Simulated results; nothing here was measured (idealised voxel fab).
Name of the process module below: voxel transistor to metal
Cross-section cut spans 170 nm and uses square cells 5 nm in size.
We lay out every cross-section as a grid of square cells and spell it out in bands from the top down, where one band means one or more rows of cells.
The band entry comprises the height of the band's top followed by the height of its bottom, expressed in nm, and subsequently the band's materials from left to right, each stated together with its width in nm. Where a single material is marked with the word "edge to edge", that material fills the band from edge to edge. The word "blank" represents empty space.
Heads up on the height convention: 0 is the point under which the incoming wafer is all one material, and the lowest band has no bottom, it just keeps going down, like "from 0 down".
A width such as "30..40" changes by the same amount from each row of cells to the next, from the band's top row to its bottom row.
Take "no change" at face value: in the step it is given for, the cross-section changed in none of its cells.
"Enclosed void list" enumerates empty spaces isolated from the top, with no open way to it, that contain at least 8 cells, giving each as width x height at distance from the left edge, all three in nm.
Step line, after settings: the simulator's comment on this step.
overlay nm: right-of-plan distance of the mask on a masked step; negative values mean left-of-plan.
HERE'S WHAT THE PLANNED PROCESS STEPS LOOK LIKE
step 1: RECEIVE, material Si
step 2: OXIDIZE, depth nm 5
step 3: CONFORMAL_DEP, material SiN, thk nm 10
step 4: DIRECTIONAL_DEP, material aC, thk nm 10
step 5: PATTERN, tone cover, mask id ACTIVE, material resist, width nm 105, thk nm 25, overlay nm 0
step 6: DIRECTIONAL_ETCH, etch materials aC, depth nm 10
step 7: STRIP, etch materials resist
step 8: DIRECTIONAL_ETCH, etch materials SiN, depth nm 10
step 9: DIRECTIONAL_ETCH, etch materials SiO2, depth nm 5
step 10: DIRECTIONAL_ETCH, etch materials Si, depth nm 20
step 11: STRIP, etch materials aC
step 12: FILL_DEP, material SiO2, thk nm 10
step 13: CMP, height nm 10
step 14: SELECTIVE_ETCH, etch materials SiO2, depth nm 10
step 15: STRIP, etch materials SiN
step 16: SELECTIVE_ETCH, etch materials SiO2, depth nm 5
step 17: OXIDIZE, depth nm 5
step 18: DIRECTIONAL_DEP, material polySi, thk nm 25
step 19: DIRECTIONAL_DEP, material SiCN, thk nm 10
step 20: MASKED_ETCH, tone cover, mask id GATE, width nm 15, etch materials SiCN, depth nm 20, overlay nm 0
step 21: MASKED_ETCH, tone cover, mask id GATE, width nm 15, etch materials polySi, depth nm 35, overlay nm 0
step 22: CONFORMAL_DEP, material SiN, thk nm 10
step 23: DIRECTIONAL_ETCH, etch materials SiN, depth nm 10
step 24: DIRECTIONAL_ETCH, etch materials SiO2, depth nm 5
step 25: DIRECTIONAL_ETCH, etch materials Si, depth nm 10
step 26: EPI, material pSi, thk nm 10
step 27: FILL_DEP, material SiO2, thk nm 5
step 28: CMP, height nm 30
step 29: DIRECTIONAL_DEP, material SiO2, thk nm 10
step 30: MASKED_ETCH, tone open, mask id CONTACT, width nm 30, pitch nm 55, etch materials SiO2, depth nm 50, overlay nm 0
step 31: CONFORMAL_DEP, material TiN, thk nm 5
step 32: FILL_DEP, material Ru, thk nm 5
step 33: CMP, height nm 40
step 34: DIRECTIONAL_DEP, material TiN, thk nm 5
step 35: DIRECTIONAL_DEP, material W, thk nm 15
step 36: MASKED_ETCH, tone cover, mask id METAL_1, width nm 20, pitch nm 65, etch materials W, depth nm 15, overlay nm 0
step 37: MASKED_ETCH, tone cover, mask id METAL_1, width nm 20, pitch nm 65, etch materials TiN, depth nm 5, overlay nm 0
step 38: FILL_DEP, material SiO2, thk nm 10
step 39: CMP, height nm 60
step 40: CONFORMAL_DEP, material SiCN, thk nm 5
THE FIRST OF TWO WAFERS, RUN AS PLANNED
SHOWN IN CROSS-SECTION IS THE WAFER AS RECEIVED, THAT IS, AS IT STANDS AFTER STEP 1
    from 0 down = Si edge to edge
    Enclosed void list: none
PRESENTED HERE IS A CROSS-SECTION OF THE WAFER AFTER STEP 2 HAS BEEN PERFORMED
    from 0 to -5 = SiO2 edge to edge
    Unchanged below -5.
PRESENTED HERE IS A CROSS-SECTION OF THE WAFER AFTER STEP 3 HAS BEEN PERFORMED
    from 10 to 0 = SiN edge to edge
    Unchanged below 0.
PRESENTED HERE IS A CROSS-SECTION OF THE WAFER AFTER STEP 4 HAS BEEN PERFORMED
    from 20 to 10 = aC edge to edge
    Unchanged below 10.
PRESENTED HERE IS A CROSS-SECTION OF THE WAFER AFTER STEP 5 HAS BEEN PERFORMED
    from 45 to 20 = blank: 30  resist: 105  blank: 35
    Unchanged below 20.
PRESENTED HERE IS A CROSS-SECTION OF THE WAFER AFTER STEP 6 HAS BEEN PERFORMED
    from 35 to 20 = blank: 30  resist: 105  blank: 35
    from 20 to 10 = blank: 30  aC: 105  blank: 35
    Unchanged below 10.
PRESENTED HERE IS A CROSS-SECTION OF THE WAFER AFTER STEP 7 HAS BEEN PERFORMED
    from 20 to 10 = blank: 30  aC: 105  blank: 35
    Unchanged below 10.
PRESENTED HERE IS A CROSS-SECTION OF THE WAFER AFTER STEP 8 HAS BEEN PERFORMED
    from 20 to 10 = blank: 30  aC: 105  blank: 35
    from 10 to 0 = blank: 30  SiN: 105  blank: 35
    Unchanged below 0.
PRESENTED HERE IS A CROSS-SECTION OF THE WAFER AFTER STEP 9 HAS BEEN PERFORMED
    from 20 to 10 = blank: 30  aC: 105  blank: 35
    from 10 to 0 = blank: 30  SiN: 105  blank: 35
    from 0 to -5 = blank: 30  SiO2: 105  blank: 35
    Unchanged below -5.
PRESENTED HERE IS A CROSS-SECTION OF THE WAFER AFTER STEP 10 HAS BEEN PERFORMED
    from 20 to 10 = blank: 30  aC: 105  blank: 35
    from 10 to 0 = blank: 30  SiN: 105  blank: 35
    from 0 to -5 = blank: 30  SiO2: 105  blank: 35
    from -5 to -25 = blank: 30  Si: 105  blank: 35
    Unchanged below -25.
PRESENTED HERE IS A CROSS-SECTION OF THE WAFER AFTER STEP 11 HAS BEEN PERFORMED
    from 10 to 0 = blank: 30  SiN: 105  blank: 35
    Unchanged below 0.
PRESENTED HERE IS A CROSS-SECTION OF THE WAFER AFTER STEP 12 HAS BEEN PERFORMED
    from 20 to 10 = SiO2 edge to edge
    from 10 to 0 = SiO2: 30  SiN: 105  SiO2: 35
    from 0 to -5 = SiO2 edge to edge
    from -5 to -25 = SiO2: 30  Si: 105  SiO2: 35
    Unchanged below -25.
PRESENTED HERE IS A CROSS-SECTION OF THE WAFER AFTER STEP 13 HAS BEEN PERFORMED
    from 10 to 0 = SiO2: 30  SiN: 105  SiO2: 35
    Unchanged below 0.
PRESENTED HERE IS A CROSS-SECTION OF THE WAFER AFTER STEP 14 HAS BEEN PERFORMED
    from 10 to 0 = blank: 30  SiN: 105  blank: 35
    Unchanged below 0.
PRESENTED HERE IS A CROSS-SECTION OF THE WAFER AFTER STEP 15 HAS BEEN PERFORMED
    from 0 to -5 = SiO2 edge to edge
    Unchanged below -5.
PRESENTED HERE IS A CROSS-SECTION OF THE WAFER AFTER STEP 16 HAS BEEN PERFORMED
    from -5 to -25 = SiO2: 30  Si: 105  SiO2: 35
    Unchanged below -25.
PRESENTED HERE IS A CROSS-SECTION OF THE WAFER AFTER STEP 17 HAS BEEN PERFORMED
    from -5 to -10 = SiO2 edge to edge
    Unchanged below -10.
PRESENTED HERE IS A CROSS-SECTION OF THE WAFER AFTER STEP 18 HAS BEEN PERFORMED
    from 20 to -5 = polySi edge to edge
    Unchanged below -5.
PRESENTED HERE IS A CROSS-SECTION OF THE WAFER AFTER STEP 19 HAS BEEN PERFORMED
    from 30 to 20 = SiCN edge to edge
    Unchanged below 20.
PRESENTED HERE IS A CROSS-SECTION OF THE WAFER AFTER STEP 20 HAS BEEN PERFORMED
    from 30 to 20 = blank: 75  SiCN: 15  blank: 80
    Unchanged below 20.
PRESENTED HERE IS A CROSS-SECTION OF THE WAFER AFTER STEP 21 HAS BEEN PERFORMED
    from 30 to 20 = blank: 75  SiCN: 15  blank: 80
    from 20 to -5 = blank: 75  polySi: 15  blank: 80
    Unchanged below -5.
PRESENTED HERE IS A CROSS-SECTION OF THE WAFER AFTER STEP 22 HAS BEEN PERFORMED
    from 40 to 30 = blank: 65  SiN: 35  blank: 70
    from 30 to 20 = blank: 65  SiN: 10  SiCN: 15  SiN: 10  blank: 70
    from 20 to 5 = blank: 65  SiN: 10  polySi: 15  SiN: 10  blank: 70
    from 5 to -5 = SiN: 75  polySi: 15  SiN: 80
    Unchanged below -5.
PRESENTED HERE IS A CROSS-SECTION OF THE WAFER AFTER STEP 23 HAS BEEN PERFORMED
    from 30 to 20 = blank: 65  SiN: 10  SiCN: 15  SiN: 10  blank: 70
    from 20 to -5 = blank: 65  SiN: 10  polySi: 15  SiN: 10  blank: 70
    Unchanged below -5.
PRESENTED HERE IS A CROSS-SECTION OF THE WAFER AFTER STEP 24 HAS BEEN PERFORMED
    from 30 to 20 = blank: 65  SiN: 10  SiCN: 15  SiN: 10  blank: 70
    from 20 to -5 = blank: 65  SiN: 10  polySi: 15  SiN: 10  blank: 70
    from -5 to -10 = blank: 65  SiO2: 35  blank: 70
    Unchanged below -10.
PRESENTED HERE IS A CROSS-SECTION OF THE WAFER AFTER STEP 25 HAS BEEN PERFORMED
    from 30 to 20 = blank: 65  SiN: 10  SiCN: 15  SiN: 10  blank: 70
    from 20 to -5 = blank: 65  SiN: 10  polySi: 15  SiN: 10  blank: 70
    from -5 to -10 = blank: 65  SiO2: 35  blank: 70
    from -10 to -20 = SiO2: 30  blank: 35  Si: 35  blank: 35  SiO2: 35
    Unchanged below -20.
PRESENTED HERE IS A CROSS-SECTION OF THE WAFER AFTER STEP 26 HAS BEEN PERFORMED
    from 30 to 20 = blank: 65  SiN: 10  SiCN: 15  SiN: 10  blank: 70
    from 20 to 0 = blank: 65  SiN: 10  polySi: 15  SiN: 10  blank: 70
    from 0 to -5 = blank: 55  pSi: 10  SiN: 10  polySi: 15  SiN: 10  pSi: 10  blank: 60
    from -5 to -10 = blank: 55  pSi: 10  SiO2: 35  pSi: 10  blank: 60
    from -10 to -20 = SiO2: 30  pSi: 35  Si: 35  pSi: 35  SiO2: 35
    Unchanged below -20.
PRESENTED HERE IS A CROSS-SECTION OF THE WAFER AFTER STEP 27 HAS BEEN PERFORMED
    from 35 to 30 = SiO2 edge to edge
    from 30 to 20 = SiO2: 65  SiN: 10  SiCN: 15  SiN: 10  SiO2: 70
    from 20 to 0 = SiO2: 65  SiN: 10  polySi: 15  SiN: 10  SiO2: 70
    from 0 to -5 = SiO2: 55  pSi: 10  SiN: 10  polySi: 15  SiN: 10  pSi: 10  SiO2: 60
    from -5 to -10 = SiO2: 55  pSi: 10  SiO2: 35  pSi: 10  SiO2: 60
    Unchanged below -10.
PRESENTED HERE IS A CROSS-SECTION OF THE WAFER AFTER STEP 28 HAS BEEN PERFORMED
    from 30 to 20 = SiO2: 65  SiN: 10  SiCN: 15  SiN: 10  SiO2: 70
    Unchanged below 20.
PRESENTED HERE IS A CROSS-SECTION OF THE WAFER AFTER STEP 29 HAS BEEN PERFORMED
    from 40 to 30 = SiO2 edge to edge
    Unchanged below 30.
PRESENTED HERE IS A CROSS-SECTION OF THE WAFER AFTER STEP 30 HAS BEEN PERFORMED
    from 40 to 30 = SiO2: 40  blank: 30  SiO2: 25  blank: 30  SiO2: 45
    from 30 to 20 = SiO2: 40  blank: 25  SiN: 10  SiCN: 15  SiN: 10  blank: 25  SiO2: 45
    from 20 to 0 = SiO2: 40  blank: 25  SiN: 10  polySi: 15  SiN: 10  blank: 25  SiO2: 45
    from 0 to -5 = SiO2: 40  blank: 15  pSi: 10  SiN: 10  polySi: 15  SiN: 10  pSi: 10  blank: 15  SiO2: 45
    from -5 to -10 = SiO2: 40  blank: 15  pSi: 10  SiO2: 35  pSi: 10  blank: 15  SiO2: 45
    Unchanged below -10.
PRESENTED HERE IS A CROSS-SECTION OF THE WAFER AFTER STEP 31 HAS BEEN PERFORMED
    from 45 to 40 = TiN: 45  blank: 20  TiN: 35  blank: 20  TiN: 50
    from 40 to 30 = SiO2: 40  TiN: 5  blank: 20..15  TiN: 5..10  SiO2: 25  TiN: 5..10  blank: 20..15  TiN: 5  SiO2: 45
    from 30 to 20 = SiO2: 40  TiN: 5  blank: 15  TiN: 5  SiN: 10  SiCN: 15  SiN: 10  TiN: 5  blank: 15  TiN: 5  SiO2: 45
    from 20 to 5 = SiO2: 40  TiN: 5  blank: 15  TiN: 5  SiN: 10  polySi: 15  SiN: 10  TiN: 5  blank: 15  TiN: 5  SiO2: 45
    from 5 to 0 = SiO2: 40  TiN: 5  blank: 5  TiN: 15  SiN: 10  polySi: 15  SiN: 10  TiN: 15  blank: 5  TiN: 5  SiO2: 45
    from 0 to -5 = SiO2: 40  TiN: 5  blank: 5  TiN: 5  pSi: 10  SiN: 10  polySi: 15  SiN: 10  pSi: 10  TiN: 5  blank: 5  TiN: 5  SiO2: 45
    from -5 to -10 = SiO2: 40  TiN: 15  pSi: 10  SiO2: 35  pSi: 10  TiN: 15  SiO2: 45
    Unchanged below -10.
PRESENTED HERE IS A CROSS-SECTION OF THE WAFER AFTER STEP 32 HAS BEEN PERFORMED
    from 50 to 45 = Ru edge to edge
    from 45 to 40 = TiN: 45  Ru: 20  TiN: 35  Ru: 20  TiN: 50
    from 40 to 30 = SiO2: 40  TiN: 5  Ru: 20..15  TiN: 5..10  SiO2: 25  TiN: 5..10  Ru: 20..15  TiN: 5  SiO2: 45
    from 30 to 20 = SiO2: 40  TiN: 5  Ru: 15  TiN: 5  SiN: 10  SiCN: 15  SiN: 10  TiN: 5  Ru: 15  TiN: 5  SiO2: 45
    from 20 to 5 = SiO2: 40  TiN: 5  Ru: 15  TiN: 5  SiN: 10  polySi: 15  SiN: 10  TiN: 5  Ru: 15  TiN: 5  SiO2: 45
    from 5 to 0 = SiO2: 40  TiN: 5  Ru: 5  TiN: 15  SiN: 10  polySi: 15  SiN: 10  TiN: 15  Ru: 5  TiN: 5  SiO2: 45
    from 0 to -5 = SiO2: 40  TiN: 5  Ru: 5  TiN: 5  pSi: 10  SiN: 10  polySi: 15  SiN: 10  pSi: 10  TiN: 5  Ru: 5  TiN: 5  SiO2: 45
    Unchanged below -5.
PRESENTED HERE IS A CROSS-SECTION OF THE WAFER AFTER STEP 33 HAS BEEN PERFORMED
    from 40 to 30 = SiO2: 40  TiN: 5  Ru: 20..15  TiN: 5..10  SiO2: 25  TiN: 5..10  Ru: 20..15  TiN: 5  SiO2: 45
    Unchanged below 30.
PRESENTED HERE IS A CROSS-SECTION OF THE WAFER AFTER STEP 34 HAS BEEN PERFORMED
    from 45 to 40 = TiN edge to edge
    Unchanged below 40.
PRESENTED HERE IS A CROSS-SECTION OF THE WAFER AFTER STEP 35 HAS BEEN PERFORMED
    from 60 to 45 = W edge to edge
    Unchanged below 45.
PRESENTED HERE IS A CROSS-SECTION OF THE WAFER AFTER STEP 36 HAS BEEN PERFORMED
    from 60 to 45 = blank: 40  W: 20  blank: 45  W: 20  blank: 45
    Unchanged below 45.
PRESENTED HERE IS A CROSS-SECTION OF THE WAFER AFTER STEP 37 HAS BEEN PERFORMED
    from 60 to 45 = blank: 40  W: 20  blank: 45  W: 20  blank: 45
    from 45 to 40 = blank: 40  TiN: 20  blank: 45  TiN: 20  blank: 45
    Unchanged below 40.
PRESENTED HERE IS A CROSS-SECTION OF THE WAFER AFTER STEP 38 HAS BEEN PERFORMED
    from 70 to 60 = SiO2 edge to edge
    from 60 to 45 = SiO2: 40  W: 20  SiO2: 45  W: 20  SiO2: 45
    from 45 to 40 = SiO2: 40  TiN: 20  SiO2: 45  TiN: 20  SiO2: 45
    Unchanged below 40.
PRESENTED HERE IS A CROSS-SECTION OF THE WAFER AFTER STEP 39 HAS BEEN PERFORMED
    from 60 to 45 = SiO2: 40  W: 20  SiO2: 45  W: 20  SiO2: 45
    Unchanged below 45.
PRESENTED HERE IS A CROSS-SECTION OF THE WAFER AFTER STEP 40 HAS BEEN PERFORMED
    from 65 to 60 = SiCN edge to edge
    Unchanged below 60.
OKAY, SECOND WAFER. NOTHING DIFFERENT AT THE START, NOTHING DIFFERENT IN THE PLAN, JUST ONE MISTAKE SOMEWHERE IN THE RUNNING. AS FAR AS STEP 9, COUNTING THAT STEP, IT'S THE FIRST WAFER ALL OVER AGAIN
WHEN STEP 10 SHOULD HAVE ENDED
    from 20 to 10 = blank: 30  aC: 105  blank: 35
    from 10 to 0 = blank: 30  SiN: 105  blank: 35
    from 0 to -5 = blank: 30  SiO2: 105  blank: 35
    from -5 to -45 = blank: 30  Si: 105  blank: 35
    Unchanged below -45.
WHEN STEP 11 SHOULD HAVE ENDED
    from 10 to 0 = blank: 30  SiN: 105  blank: 35
    Unchanged below 0.
WHEN STEP 12 SHOULD HAVE ENDED
    from 20 to 10 = SiO2 edge to edge
    from 10 to 0 = SiO2: 30  SiN: 105  SiO2: 35
    from 0 to -5 = SiO2 edge to edge
    from -5 to -45 = SiO2: 30  Si: 105  SiO2: 35
    Unchanged below -45.
WHEN STEP 13 SHOULD HAVE ENDED
    from 10 to 0 = SiO2: 30  SiN: 105  SiO2: 35
    Unchanged below 0.
WHEN STEP 14 SHOULD HAVE ENDED
    from 10 to 0 = blank: 30  SiN: 105  blank: 35
    Unchanged below 0.
WHEN STEP 15 SHOULD HAVE ENDED
    from 0 to -5 = SiO2 edge to edge
    Unchanged below -5.
WHEN STEP 16 SHOULD HAVE ENDED
    from -5 to -45 = SiO2: 30  Si: 105  SiO2: 35
    Unchanged below -45.
WHEN STEP 17 SHOULD HAVE ENDED
    from -5 to -10 = SiO2 edge to edge
    Unchanged below -10.
WHEN STEP 18 SHOULD HAVE ENDED
    from 20 to -5 = polySi edge to edge
    Unchanged below -5.
WHEN STEP 19 SHOULD HAVE ENDED
    from 30 to 20 = SiCN edge to edge
    Unchanged below 20.
WHEN STEP 20 SHOULD HAVE ENDED
    from 30 to 20 = blank: 75  SiCN: 15  blank: 80
    Unchanged below 20.
WHEN STEP 21 SHOULD HAVE ENDED
    from 30 to 20 = blank: 75  SiCN: 15  blank: 80
    from 20 to -5 = blank: 75  polySi: 15  blank: 80
    Unchanged below -5.
WHEN STEP 22 SHOULD HAVE ENDED
    from 40 to 30 = blank: 65  SiN: 35  blank: 70
    from 30 to 20 = blank: 65  SiN: 10  SiCN: 15  SiN: 10  blank: 70
    from 20 to 5 = blank: 65  SiN: 10  polySi: 15  SiN: 10  blank: 70
    from 5 to -5 = SiN: 75  polySi: 15  SiN: 80
    Unchanged below -5.
WHEN STEP 23 SHOULD HAVE ENDED
    from 30 to 20 = blank: 65  SiN: 10  SiCN: 15  SiN: 10  blank: 70
    from 20 to -5 = blank: 65  SiN: 10  polySi: 15  SiN: 10  blank: 70
    Unchanged below -5.
WHEN STEP 24 SHOULD HAVE ENDED
    from 30 to 20 = blank: 65  SiN: 10  SiCN: 15  SiN: 10  blank: 70
    from 20 to -5 = blank: 65  SiN: 10  polySi: 15  SiN: 10  blank: 70
    from -5 to -10 = blank: 65  SiO2: 35  blank: 70
    Unchanged below -10.
WHEN STEP 25 SHOULD HAVE ENDED
    from 30 to 20 = blank: 65  SiN: 10  SiCN: 15  SiN: 10  blank: 70
    from 20 to -5 = blank: 65  SiN: 10  polySi: 15  SiN: 10  blank: 70
    from -5 to -10 = blank: 65  SiO2: 35  blank: 70
    from -10 to -20 = SiO2: 30  blank: 35  Si: 35  blank: 35  SiO2: 35
    Unchanged below -20.
WHEN STEP 26 SHOULD HAVE ENDED
    from 30 to 20 = blank: 65  SiN: 10  SiCN: 15  SiN: 10  blank: 70
    from 20 to 0 = blank: 65  SiN: 10  polySi: 15  SiN: 10  blank: 70
    from 0 to -5 = blank: 55  pSi: 10  SiN: 10  polySi: 15  SiN: 10  pSi: 10  blank: 60
    from -5 to -10 = blank: 55  pSi: 10  SiO2: 35  pSi: 10  blank: 60
    from -10 to -20 = SiO2: 30  pSi: 35  Si: 35  pSi: 35  SiO2: 35
    Unchanged below -20.
WHEN STEP 27 SHOULD HAVE ENDED
    from 35 to 30 = SiO2 edge to edge
    from 30 to 20 = SiO2: 65  SiN: 10  SiCN: 15  SiN: 10  SiO2: 70
    from 20 to 0 = SiO2: 65  SiN: 10  polySi: 15  SiN: 10  SiO2: 70
    from 0 to -5 = SiO2: 55  pSi: 10  SiN: 10  polySi: 15  SiN: 10  pSi: 10  SiO2: 60
    from -5 to -10 = SiO2: 55  pSi: 10  SiO2: 35  pSi: 10  SiO2: 60
    Unchanged below -10.
WHEN STEP 28 SHOULD HAVE ENDED
    from 30 to 20 = SiO2: 65  SiN: 10  SiCN: 15  SiN: 10  SiO2: 70
    Unchanged below 20.
WHEN STEP 29 SHOULD HAVE ENDED
    from 40 to 30 = SiO2 edge to edge
    Unchanged below 30.
WHEN STEP 30 SHOULD HAVE ENDED
    from 40 to 30 = SiO2: 40  blank: 30  SiO2: 25  blank: 30  SiO2: 45
    from 30 to 20 = SiO2: 40  blank: 25  SiN: 10  SiCN: 15  SiN: 10  blank: 25  SiO2: 45
    from 20 to 0 = SiO2: 40  blank: 25  SiN: 10  polySi: 15  SiN: 10  blank: 25  SiO2: 45
    from 0 to -5 = SiO2: 40  blank: 15  pSi: 10  SiN: 10  polySi: 15  SiN: 10  pSi: 10  blank: 15  SiO2: 45
    from -5 to -10 = SiO2: 40  blank: 15  pSi: 10  SiO2: 35  pSi: 10  blank: 15  SiO2: 45
    Unchanged below -10.
WHEN STEP 31 SHOULD HAVE ENDED
    from 45 to 40 = TiN: 45  blank: 20  TiN: 35  blank: 20  TiN: 50
    from 40 to 30 = SiO2: 40  TiN: 5  blank: 20..15  TiN: 5..10  SiO2: 25  TiN: 5..10  blank: 20..15  TiN: 5  SiO2: 45
    from 30 to 20 = SiO2: 40  TiN: 5  blank: 15  TiN: 5  SiN: 10  SiCN: 15  SiN: 10  TiN: 5  blank: 15  TiN: 5  SiO2: 45
    from 20 to 5 = SiO2: 40  TiN: 5  blank: 15  TiN: 5  SiN: 10  polySi: 15  SiN: 10  TiN: 5  blank: 15  TiN: 5  SiO2: 45
    from 5 to 0 = SiO2: 40  TiN: 5  blank: 5  TiN: 15  SiN: 10  polySi: 15  SiN: 10  TiN: 15  blank: 5  TiN: 5  SiO2: 45
    from 0 to -5 = SiO2: 40  TiN: 5  blank: 5  TiN: 5  pSi: 10  SiN: 10  polySi: 15  SiN: 10  pSi: 10  TiN: 5  blank: 5  TiN: 5  SiO2: 45
    from -5 to -10 = SiO2: 40  TiN: 15  pSi: 10  SiO2: 35  pSi: 10  TiN: 15  SiO2: 45
    Unchanged below -10.
WHEN STEP 32 SHOULD HAVE ENDED
    from 50 to 45 = Ru edge to edge
    from 45 to 40 = TiN: 45  Ru: 20  TiN: 35  Ru: 20  TiN: 50
    from 40 to 30 = SiO2: 40  TiN: 5  Ru: 20..15  TiN: 5..10  SiO2: 25  TiN: 5..10  Ru: 20..15  TiN: 5  SiO2: 45
    from 30 to 20 = SiO2: 40  TiN: 5  Ru: 15  TiN: 5  SiN: 10  SiCN: 15  SiN: 10  TiN: 5  Ru: 15  TiN: 5  SiO2: 45
    from 20 to 5 = SiO2: 40  TiN: 5  Ru: 15  TiN: 5  SiN: 10  polySi: 15  SiN: 10  TiN: 5  Ru: 15  TiN: 5  SiO2: 45
    from 5 to 0 = SiO2: 40  TiN: 5  Ru: 5  TiN: 15  SiN: 10  polySi: 15  SiN: 10  TiN: 15  Ru: 5  TiN: 5  SiO2: 45
    from 0 to -5 = SiO2: 40  TiN: 5  Ru: 5  TiN: 5  pSi: 10  SiN: 10  polySi: 15  SiN: 10  pSi: 10  TiN: 5  Ru: 5  TiN: 5  SiO2: 45
    Unchanged below -5.
WHEN STEP 33 SHOULD HAVE ENDED
    from 40 to 30 = SiO2: 40  TiN: 5  Ru: 20..15  TiN: 5..10  SiO2: 25  TiN: 5..10  Ru: 20..15  TiN: 5  SiO2: 45
    Unchanged below 30.
WHEN STEP 34 SHOULD HAVE ENDED
    from 45 to 40 = TiN edge to edge
    Unchanged below 40.
WHEN STEP 35 SHOULD HAVE ENDED
    from 60 to 45 = W edge to edge
    Unchanged below 45.
WHEN STEP 36 SHOULD HAVE ENDED
    from 60 to 45 = blank: 40  W: 20  blank: 45  W: 20  blank: 45
    Unchanged below 45.
WHEN STEP 37 SHOULD HAVE ENDED
    from 60 to 45 = blank: 40  W: 20  blank: 45  W: 20  blank: 45
    from 45 to 40 = blank: 40  TiN: 20  blank: 45  TiN: 20  blank: 45
    Unchanged below 40.
WHEN STEP 38 SHOULD HAVE ENDED
    from 70 to 60 = SiO2 edge to edge
    from 60 to 45 = SiO2: 40  W: 20  SiO2: 45  W: 20  SiO2: 45
    from 45 to 40 = SiO2: 40  TiN: 20  SiO2: 45  TiN: 20  SiO2: 45
    Unchanged below 40.
WHEN STEP 39 SHOULD HAVE ENDED
    from 60 to 45 = SiO2: 40  W: 20  SiO2: 45  W: 20  SiO2: 45
    Unchanged below 45.
WHEN STEP 40 SHOULD HAVE ENDED
    from 65 to 60 = SiCN edge to edge
    Unchanged below 60.
Finding, execution versus plan: the plan's step 10 ran twice
Per the end-of-run cell counts, the second wafer holds more or fewer of some materials than the first: -52 Si; +52 SiO2
